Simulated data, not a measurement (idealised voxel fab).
process module | voxel self aligned vias
cross-section cut | 255 nm wide | cells 5 nm
A cross-section is a grid of square cells, given in bands from the top down. A band is one or more rows of cells.
Each band's line starts with the height of the band's top and of its bottom, in nm. Then come its materials from left to right, each with its width in nm. One material with "throughout" fills the band from edge to edge. "air" is empty space.
Height 0 is the level under which the wafer as received is all one material. The lowest band goes on downwards, as in "0 down".
A width such as "30 to 40" changes by the same amount from each row of cells to the next, from the band's top row to its bottom row.
"no change" after a step means that no cell of the cross-section changed.
closed voids: empty space of 8 cells or more with no open way to the top, each as width x height at its distance from the left edge, in nm
after a step's settings: what the simulator itself notes on the step
overlay nm, on a step with a mask: how far to the right of its planned place the mask lay; to the left if negative
plan
1 op RECEIVE | material Si
2 op CONFORMAL_DEP | material SiO2 | thk nm 15
3 op CONFORMAL_DEP | material SiCN | thk nm 5
4 op DIRECTIONAL_DEP | material lowk | thk nm 25
5 op PATTERN | tone open | mask id LINES | material resist | width nm 30 | pitch nm 70 | thk nm 15 | overlay nm 0
6 op DIRECTIONAL_ETCH | etch materials lowk | depth nm 25
7 op STRIP | etch materials resist
8 op CONFORMAL_DEP | material TiN | thk nm 5
9 op FILL_DEP | material W | thk nm 10
10 op CMP | height nm 45
11 op SELECTIVE_ETCH | etch materials W Ru TiN | depth nm 5
12 op FILL_DEP | material SiN | thk nm 5
13 op CMP | height nm 45
14 op DIRECTIONAL_DEP | material lowk | thk nm 15
15 op DIRECTIONAL_DEP | material aC | thk nm 15
16 op PATTERN | tone open | mask id VIAS | material resist | width nm 50 | pitch nm 70 | thk nm 30 | overlay nm 0
17 op DIRECTIONAL_ETCH | etch materials aC | depth nm 15
18 op STRIP | etch materials resist
19 op DIRECTIONAL_ETCH | etch materials lowk | depth nm 15
20 op DIRECTIONAL_ETCH | etch materials SiN | depth nm 5
21 op STRIP | etch materials aC
22 op CONFORMAL_DEP | material TiN | thk nm 5
23 op FILL_DEP | material Cu | thk nm 10
24 op CMP | height nm 60
25 op CONFORMAL_DEP | material SiN | thk nm 5
first wafer, as planned
as received, after step 1
  0 down: Si throughout
  closed voids: none
after step 2
  15 to 0: SiO2 throughout
  below 0: unchanged
after step 3
  20 to 15: SiCN throughout
  below 15: unchanged
after step 4
  45 to 20: lowk throughout
  below 20: unchanged
after step 5
  60 to 45: resist 75 | air 30 | resist 40 | air 30 | resist 80
  below 45: unchanged
after step 6
  60 to 45: resist 75 | air 30 | resist 40 | air 30 | resist 80
  45 to 20: lowk 75 | air 30 | lowk 40 | air 30 | lowk 80
  below 20: unchanged
after step 7
  45 to 20: lowk 75 | air 30 | lowk 40 | air 30 | lowk 80
  below 20: unchanged
after step 8
  50 to 45: TiN 80 | air 20 | TiN 50 | air 20 | TiN 85
  45 to 25: lowk 75 | TiN 5 | air 20 | TiN 5 | lowk 40 | TiN 5 | air 20 | TiN 5 | lowk 80
  25 to 20: lowk 75 | TiN 30 | lowk 40 | TiN 30 | lowk 80
  below 20: unchanged
after step 9
  60 to 50: W throughout
  50 to 45: TiN 80 | W 20 | TiN 50 | W 20 | TiN 85
  45 to 25: lowk 75 | TiN 5 | W 20 | TiN 5 | lowk 40 | TiN 5 | W 20 | TiN 5 | lowk 80
  below 25: unchanged
after step 10
  45 to 25: lowk 75 | TiN 5 | W 20 | TiN 5 | lowk 40 | TiN 5 | W 20 | TiN 5 | lowk 80
  below 25: unchanged
after step 11
  45 to 40: lowk 75 | air 30 | lowk 40 | air 30 | lowk 80
  below 40: unchanged
after step 12
  50 to 45: SiN throughout
  45 to 40: lowk 75 | SiN 30 | lowk 40 | SiN 30 | lowk 80
  below 40: unchanged
after step 13
  45 to 40: lowk 75 | SiN 30 | lowk 40 | SiN 30 | lowk 80
  below 40: unchanged
after step 14
  60 to 45: lowk throughout
  below 45: unchanged
after step 15
  75 to 60: aC throughout
  below 60: unchanged
after step 16
  105 to 75: resist 65 | air 50 | resist 20 | air 50 | resist 70
  below 75: unchanged
after step 17
  90 to 75: resist 65 | air 50 | resist 20 | air 50 | resist 70
  75 to 60: aC 65 | air 50 | aC 20 | air 50 | aC 70
  below 60: unchanged
after step 18
  75 to 60: aC 65 | air 50 | aC 20 | air 50 | aC 70
  below 60: unchanged
after step 19
  75 to 60: aC 65 | air 50 | aC 20 | air 50 | aC 70
  60 to 45: lowk 65 | air 50 | lowk 20 | air 50 | lowk 70
  below 45: unchanged
after step 20
  75 to 60: aC 65 | air 50 | aC 20 | air 50 | aC 70
  60 to 45: lowk 65 | air 50 | lowk 20 | air 50 | lowk 70
  45 to 40: lowk 75 | air 30 | lowk 40 | air 30 | lowk 80
  below 40: unchanged
after step 21
  60 to 45: lowk 65 | air 50 | lowk 20 | air 50 | lowk 70
  below 45: unchanged
after step 22
  65 to 60: TiN 70 | air 40 | TiN 30 | air 40 | TiN 75
  60 to 50: lowk 65 | TiN 5 | air 40 | TiN 5 | lowk 20 | TiN 5 | air 40 | TiN 5 | lowk 70
  50 to 45: lowk 65 | TiN 15 | air 20 | TiN 15 | lowk 20 | TiN 15 | air 20 | TiN 15 | lowk 70
  45 to 40: lowk 75 | TiN 30 | lowk 40 | TiN 30 | lowk 80
  below 40: unchanged
after step 23
  75 to 65: Cu throughout
  65 to 60: TiN 70 | Cu 40 | TiN 30 | Cu 40 | TiN 75
  60 to 50: lowk 65 | TiN 5 | Cu 40 | TiN 5 | lowk 20 | TiN 5 | Cu 40 | TiN 5 | lowk 70
  50 to 45: lowk 65 | TiN 15 | Cu 20 | TiN 15 | lowk 20 | TiN 15 | Cu 20 | TiN 15 | lowk 70
  below 45: unchanged
after step 24
  60 to 50: lowk 65 | TiN 5 | Cu 40 | TiN 5 | lowk 20 | TiN 5 | Cu 40 | TiN 5 | lowk 70
  below 50: unchanged
after step 25
  65 to 60: SiN throughout
  below 60: unchanged
second wafer: like start, like plan, one mistake. Through step 4 it matches the first wafer
when step 5 should have ended
  60 to 45: resist 75 | air 35 | resist 35 | air 35 | resist 75
  below 45: unchanged
when step 6 should have ended
  60 to 45: resist 75 | air 35 | resist 35 | air 35 | resist 75
  45 to 20: lowk 75 | air 35 | lowk 35 | air 35 | lowk 75
  below 20: unchanged
when step 7 should have ended
  45 to 20: lowk 75 | air 35 | lowk 35 | air 35 | lowk 75
  below 20: unchanged
when step 8 should have ended
  50 to 45: TiN 80 | air 25 | TiN 45 | air 25 | TiN 80
  45 to 25: lowk 75 | TiN 5 | air 25 | TiN 5 | lowk 35 | TiN 5 | air 25 | TiN 5 | lowk 75
  25 to 20: lowk 75 | TiN 35 | lowk 35 | TiN 35 | lowk 75
  below 20: unchanged
when step 9 should have ended
  60 to 50: W throughout
  50 to 45: TiN 80 | W 25 | TiN 45 | W 25 | TiN 80
  45 to 25: lowk 75 | TiN 5 | W 25 | TiN 5 | lowk 35 | TiN 5 | W 25 | TiN 5 | lowk 75
  below 25: unchanged
when step 10 should have ended
  45 to 25: lowk 75 | TiN 5 | W 25 | TiN 5 | lowk 35 | TiN 5 | W 25 | TiN 5 | lowk 75
  below 25: unchanged
when step 11 should have ended
  45 to 40: lowk 75 | air 35 | lowk 35 | air 35 | lowk 75
  below 40: unchanged
when step 12 should have ended
  50 to 45: SiN throughout
  45 to 40: lowk 75 | SiN 35 | lowk 35 | SiN 35 | lowk 75
  below 40: unchanged
when step 13 should have ended
  45 to 40: lowk 75 | SiN 35 | lowk 35 | SiN 35 | lowk 75
  below 40: unchanged
when step 14 should have ended
  60 to 45: lowk throughout
  below 45: unchanged
when step 15 should have ended
  75 to 60: aC throughout
  below 60: unchanged
when step 16 should have ended
  105 to 75: resist 65 | air 50 | resist 20 | air 50 | resist 70
  below 75: unchanged
when step 17 should have ended
  90 to 75: resist 65 | air 50 | resist 20 | air 50 | resist 70
  75 to 60: aC 65 | air 50 | aC 20 | air 50 | aC 70
  below 60: unchanged
when step 18 should have ended
  75 to 60: aC 65 | air 50 | aC 20 | air 50 | aC 70
  below 60: unchanged
when step 19 should have ended
  75 to 60: aC 65 | air 50 | aC 20 | air 50 | aC 70
  60 to 45: lowk 65 | air 50 | lowk 20 | air 50 | lowk 70
  below 45: unchanged
when step 20 should have ended
  75 to 60: aC 65 | air 50 | aC 20 | air 50 | aC 70
  60 to 45: lowk 65 | air 50 | lowk 20 | air 50 | lowk 70
  45 to 40: lowk 75 | air 35 | lowk 35 | air 35 | lowk 75
  below 40: unchanged
when step 21 should have ended
  60 to 45: lowk 65 | air 50 | lowk 20 | air 50 | lowk 70
  below 45: unchanged
when step 22 should have ended
  65 to 60: TiN 70 | air 40 | TiN 30 | air 40 | TiN 75
  60 to 50: lowk 65 | TiN 5 | air 40 | TiN 5 | lowk 20 | TiN 5 | air 40 | TiN 5 | lowk 70
  50 to 45: lowk 65 | TiN 15 | air 25 | TiN 10 | lowk 20 | TiN 15 | air 25 | TiN 10 | lowk 70
  45 to 40: lowk 75 | TiN 35 | lowk 35 | TiN 35 | lowk 75
  below 40: unchanged
when step 23 should have ended
  75 to 65: Cu throughout
  65 to 60: TiN 70 | Cu 40 | TiN 30 | Cu 40 | TiN 75
  60 to 50: lowk 65 | TiN 5 | Cu 40 | TiN 5 | lowk 20 | TiN 5 | Cu 40 | TiN 5 | lowk 70
  50 to 45: lowk 65 | TiN 15 | Cu 25 | TiN 10 | lowk 20 | TiN 15 | Cu 25 | TiN 10 | lowk 70
  below 45: unchanged
when step 24 should have ended
  60 to 50: lowk 65 | TiN 5 | Cu 40 | TiN 5 | lowk 20 | TiN 5 | Cu 40 | TiN 5 | lowk 70
  below 50: unchanged
when step 25 should have ended
  65 to 60: SiN throughout
  below 60: unchanged
what went wrong: step 5 ran as: op PATTERN | tone open | mask id LINES | material resist | width nm 35 | pitch nm 70 | thk nm 15 | overlay nm 0
at the end the second wafer has, in cells: 2 more of Cu | 2 more of TiN | 6 more of W | 10 fewer of lowk
